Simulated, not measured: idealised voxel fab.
You're looking at the process module voxel self aligned vias.
This is section cut - it's 290 nm across, gridded in 5 nm square cells.
In this document a cross-section is written as a grid of square cells. It is given as a series of bands, listed from the top down, and a band is one or more rows of cells. Look at the band entry: it leads with the top's height and the bottom's height in nm. Then it lists the materials left to right, with a width in nm for each. The word "all across" on a single material says that material fills the band edge to edge. The word "air" is empty space. Ref level 0: as-received wafer is one material below here. Bottom band extends down with no lower bound ("z 0 and below"). With a width like "30 to 40", each row of cells in the band differs from the next by the same amount, the top row carrying the first number and the bottom row the second. "same as before" means the step left every cell of the cross-section as it was. Under "Sealed cavities" you'll find the enclosed gaps, the ones with no way out to the top, that are 8 cells or bigger; each reads width x height at distance, with distance counted from the left edge, everything in nm. If you see something after the settings on a step's line, that's the simulator's own remark about that step. What "overlay nm" on a step's line means: if the step has a mask, that mask lay this far to the right of its planned place, or, when the value is negative, to the left.

The process steps that were planned are listed below
1 RECEIVE, material Si
2 CONFORMAL_DEP, material SiO2, thk nm 15
3 CONFORMAL_DEP, material SiCN, thk nm 5
4 DIRECTIONAL_DEP, material SiO2, thk nm 20
5 MASKED_ETCH, tone open, mask id LINES, width nm 30, pitch nm 65, etch materials SiO2, depth nm 20, overlay nm 0
6 CONFORMAL_DEP, material TiN, thk nm 5
7 FILL_DEP, material Ru, thk nm 10
8 CMP, height nm 40
9 SELECTIVE_ETCH, etch materials W Ru TiN, depth nm 5
10 FILL_DEP, material SiN, thk nm 10
11 CMP, height nm 40
12 DIRECTIONAL_DEP, material SiO2, thk nm 15
13 DIRECTIONAL_DEP, material aC, thk nm 10
14 PATTERN, tone open, mask id VIAS, material resist, width nm 40, pitch nm 130, thk nm 30, overlay nm 0
15 DIRECTIONAL_ETCH, etch materials aC, depth nm 10
16 STRIP, etch materials resist
17 DIRECTIONAL_ETCH, etch materials SiO2, depth nm 15
18 DIRECTIONAL_ETCH, etch materials SiN, depth nm 5
19 STRIP, etch materials aC
20 CONFORMAL_DEP, material TiN, thk nm 5
21 FILL_DEP, material W, thk nm 10
22 CMP, height nm 55
23 CONFORMAL_DEP, material SiCN, thk nm 5

The first of two wafers, run as planned

Wafer at receipt (post step 1), cross-section
- z 0 and below: Si all across
- Sealed cavities: none

Step 2 done - wafer cross-section
- z 15 to 0: SiO2 all across
- Below a height of 0, the structure has not been altered.

Step 3 done - wafer cross-section
- z 20 to 15: SiCN all across
- Below a height of 15, the structure has not been altered.

Step 4 done - wafer cross-section
- z 40 to 20: SiO2 all across
- Below a height of 20, the structure has not been altered.

Step 5 done - wafer cross-section
- z 40 to 20: SiO2=65  air=30  SiO2=35  air=30  SiO2=35  air=30  SiO2=65
- Below a height of 20, the structure has not been altered.

Step 6 done - wafer cross-section
- z 45 to 40: TiN=70  air=20  TiN=45  air=20  TiN=45  air=20  TiN=70
- z 40 to 25: SiO2=65  TiN=5  air=20  TiN=5  SiO2=35  TiN=5  air=20  TiN=5  SiO2=35  TiN=5  air=20  TiN=5  SiO2=65
- z 25 to 20: SiO2=65  TiN=30  SiO2=35  TiN=30  SiO2=35  TiN=30  SiO2=65
- Below a height of 20, the structure has not been altered.

Step 7 done - wafer cross-section
- z 55 to 45: Ru all across
- z 45 to 40: TiN=70  Ru=20  TiN=45  Ru=20  TiN=45  Ru=20  TiN=70
- z 40 to 25: SiO2=65  TiN=5  Ru=20  TiN=5  SiO2=35  TiN=5  Ru=20  TiN=5  SiO2=35  TiN=5  Ru=20  TiN=5  SiO2=65
- Below a height of 25, the structure has not been altered.

Step 8 done - wafer cross-section
- z 40 to 25: SiO2=65  TiN=5  Ru=20  TiN=5  SiO2=35  TiN=5  Ru=20  TiN=5  SiO2=35  TiN=5  Ru=20  TiN=5  SiO2=65
- Below a height of 25, the structure has not been altered.

Step 9 done - wafer cross-section
- z 40 to 35: SiO2=65  air=30  SiO2=35  air=30  SiO2=35  air=30  SiO2=65
- Below a height of 35, the structure has not been altered.

Step 10 done - wafer cross-section
- z 50 to 40: SiN all across
- z 40 to 35: SiO2=65  SiN=30  SiO2=35  SiN=30  SiO2=35  SiN=30  SiO2=65
- Below a height of 35, the structure has not been altered.

Step 11 done - wafer cross-section
- z 40 to 35: SiO2=65  SiN=30  SiO2=35  SiN=30  SiO2=35  SiN=30  SiO2=65
- Below a height of 35, the structure has not been altered.

Step 12 done - wafer cross-section
- z 55 to 40: SiO2 all across
- Below a height of 40, the structure has not been altered.

Step 13 done - wafer cross-section
- z 65 to 55: aC all across
- Below a height of 55, the structure has not been altered.

Step 14 done - wafer cross-section
- z 95 to 65: resist=60  air=40  resist=90  air=40  resist=60
- Below a height of 65, the structure has not been altered.

Step 15 done - wafer cross-section
- z 85 to 65: resist=60  air=40  resist=90  air=40  resist=60
- z 65 to 55: aC=60  air=40  aC=90  air=40  aC=60
- Below a height of 55, the structure has not been altered.

Step 16 done - wafer cross-section
- z 65 to 55: aC=60  air=40  aC=90  air=40  aC=60
- Below a height of 55, the structure has not been altered.

Step 17 done - wafer cross-section
- z 65 to 55: aC=60  air=40  aC=90  air=40  aC=60
- z 55 to 40: SiO2=60  air=40  SiO2=90  air=40  SiO2=60
- Below a height of 40, the structure has not been altered.

Step 18 done - wafer cross-section
- z 65 to 55: aC=60  air=40  aC=90  air=40  aC=60
- z 55 to 40: SiO2=60  air=40  SiO2=90  air=40  SiO2=60
- z 40 to 35: SiO2=65  air=30  SiO2=35  SiN=30  SiO2=35  air=30  SiO2=65
- Below a height of 35, the structure has not been altered.

Step 19 done - wafer cross-section
- z 55 to 40: SiO2=60  air=40  SiO2=90  air=40  SiO2=60
- Below a height of 40, the structure has not been altered.

Step 20 done - wafer cross-section
- z 60 to 55: TiN=65  air=30  TiN=100  air=30  TiN=65
- z 55 to 45: SiO2=60  TiN=5  air=30  TiN=5  SiO2=90  TiN=5  air=30  TiN=5  SiO2=60
- z 45 to 40: SiO2=60  TiN=10  air=20  TiN=10  SiO2=90  TiN=10  air=20  TiN=10  SiO2=60
- z 40 to 35: SiO2=65  TiN=30  SiO2=35  SiN=30  SiO2=35  TiN=30  SiO2=65
- Below a height of 35, the structure has not been altered.

Step 21 done - wafer cross-section
- z 70 to 60: W all across
- z 60 to 55: TiN=65  W=30  TiN=100  W=30  TiN=65
- z 55 to 45: SiO2=60  TiN=5  W=30  TiN=5  SiO2=90  TiN=5  W=30  TiN=5  SiO2=60
- z 45 to 40: SiO2=60  TiN=10  W=20  TiN=10  SiO2=90  TiN=10  W=20  TiN=10  SiO2=60
- Below a height of 40, the structure has not been altered.

Step 22 done - wafer cross-section
- z 55 to 45: SiO2=60  TiN=5  W=30  TiN=5  SiO2=90  TiN=5  W=30  TiN=5  SiO2=60
- Below a height of 45, the structure has not been altered.

Step 23 done - wafer cross-section
- z 60 to 55: SiCN all across
- Below a height of 55, the structure has not been altered.

The second wafer began exactly as the first did and followed the same plan, but one mistake was made while running it; through step 2 inclusive, the two wafers are identical

Second wafer, cut view, end of step 3 per plan: same as before

Second wafer, cut view, end of step 4 per plan
- z 35 to 0: SiO2 all across
- Below a height of 0, the structure has not been altered.

Second wafer, cut view, end of step 5 per plan
- z 35 to 15: SiO2=65  air=30  SiO2=35  air=30  SiO2=35  air=30  SiO2=65
- Below a height of 15, the structure has not been altered.

Second wafer, cut view, end of step 6 per plan
- z 40 to 35: TiN=70  air=20  TiN=45  air=20  TiN=45  air=20  TiN=70
- z 35 to 20: SiO2=65  TiN=5  air=20  TiN=5  SiO2=35  TiN=5  air=20  TiN=5  SiO2=35  TiN=5  air=20  TiN=5  SiO2=65
- z 20 to 15: SiO2=65  TiN=30  SiO2=35  TiN=30  SiO2=35  TiN=30  SiO2=65
- Below a height of 15, the structure has not been altered.

Second wafer, cut view, end of step 7 per plan
- z 50 to 40: Ru all across
- z 40 to 35: TiN=70  Ru=20  TiN=45  Ru=20  TiN=45  Ru=20  TiN=70
- z 35 to 20: SiO2=65  TiN=5  Ru=20  TiN=5  SiO2=35  TiN=5  Ru=20  TiN=5  SiO2=35  TiN=5  Ru=20  TiN=5  SiO2=65
- Below a height of 20, the structure has not been altered.

Second wafer, cut view, end of step 8 per plan
- z 40 to 35: TiN=70  Ru=20  TiN=45  Ru=20  TiN=45  Ru=20  TiN=70
- Below a height of 35, the structure has not been altered.

Second wafer, cut view, end of step 9 per plan
- z 35 to 20: SiO2=65  TiN=5  Ru=20  TiN=5  SiO2=35  TiN=5  Ru=20  TiN=5  SiO2=35  TiN=5  Ru=20  TiN=5  SiO2=65
- Below a height of 20, the structure has not been altered.

Second wafer, cut view, end of step 10 per plan
- z 45 to 35: SiN all across
- Below a height of 35, the structure has not been altered.

Second wafer, cut view, end of step 11 per plan
- z 40 to 35: SiN all across
- Below a height of 35, the structure has not been altered.

Second wafer, cut view, end of step 12 per plan
- z 55 to 40: SiO2 all across
- Below a height of 40, the structure has not been altered.

Second wafer, cut view, end of step 13 per plan
- z 65 to 55: aC all across
- Below a height of 55, the structure has not been altered.

Second wafer, cut view, end of step 14 per plan
- z 95 to 65: resist=60  air=40  resist=90  air=40  resist=60
- Below a height of 65, the structure has not been altered.

Second wafer, cut view, end of step 15 per plan
- z 85 to 65: resist=60  air=40  resist=90  air=40  resist=60
- z 65 to 55: aC=60  air=40  aC=90  air=40  aC=60
- Below a height of 55, the structure has not been altered.

Second wafer, cut view, end of step 16 per plan
- z 65 to 55: aC=60  air=40  aC=90  air=40  aC=60
- Below a height of 55, the structure has not been altered.

Second wafer, cut view, end of step 17 per plan
- z 65 to 55: aC=60  air=40  aC=90  air=40  aC=60
- z 55 to 40: SiO2=60  air=40  SiO2=90  air=40  SiO2=60
- Below a height of 40, the structure has not been altered.

Second wafer, cut view, end of step 18 per plan
- z 65 to 55: aC=60  air=40  aC=90  air=40  aC=60
- z 55 to 40: SiO2=60  air=40  SiO2=90  air=40  SiO2=60
- z 40 to 35: SiN=60  air=40  SiN=90  air=40  SiN=60
- Below a height of 35, the structure has not been altered.

Second wafer, cut view, end of step 19 per plan
- z 55 to 40: SiO2=60  air=40  SiO2=90  air=40  SiO2=60
- Below a height of 40, the structure has not been altered.

Second wafer, cut view, end of step 20 per plan
- z 60 to 55: TiN=65  air=30  TiN=100  air=30  TiN=65
- z 55 to 40: SiO2=60  TiN=5  air=30  TiN=5  SiO2=90  TiN=5  air=30  TiN=5  SiO2=60
- z 40 to 35: SiN=60  TiN=40  SiN=90  TiN=40  SiN=60
- Below a height of 35, the structure has not been altered.

Second wafer, cut view, end of step 21 per plan
- z 70 to 60: W all across
- z 60 to 55: TiN=65  W=30  TiN=100  W=30  TiN=65
- z 55 to 40: SiO2=60  TiN=5  W=30  TiN=5  SiO2=90  TiN=5  W=30  TiN=5  SiO2=60
- Below a height of 40, the structure has not been altered.

Second wafer, cut view, end of step 22 per plan
- z 55 to 40: SiO2=60  TiN=5  W=30  TiN=5  SiO2=90  TiN=5  W=30  TiN=5  SiO2=60
- Below a height of 40, the structure has not been altered.

Second wafer, cut view, end of step 23 per plan
- z 60 to 55: SiCN all across
- Below a height of 55, the structure has not been altered.
what went wrong: step 3 of the plan: omitted, not performed
Final wafer comparison in cells, second versus first, more or fewer per material: Ru +12 | SiCN -58 | SiN +36 | TiN +6 | W +4
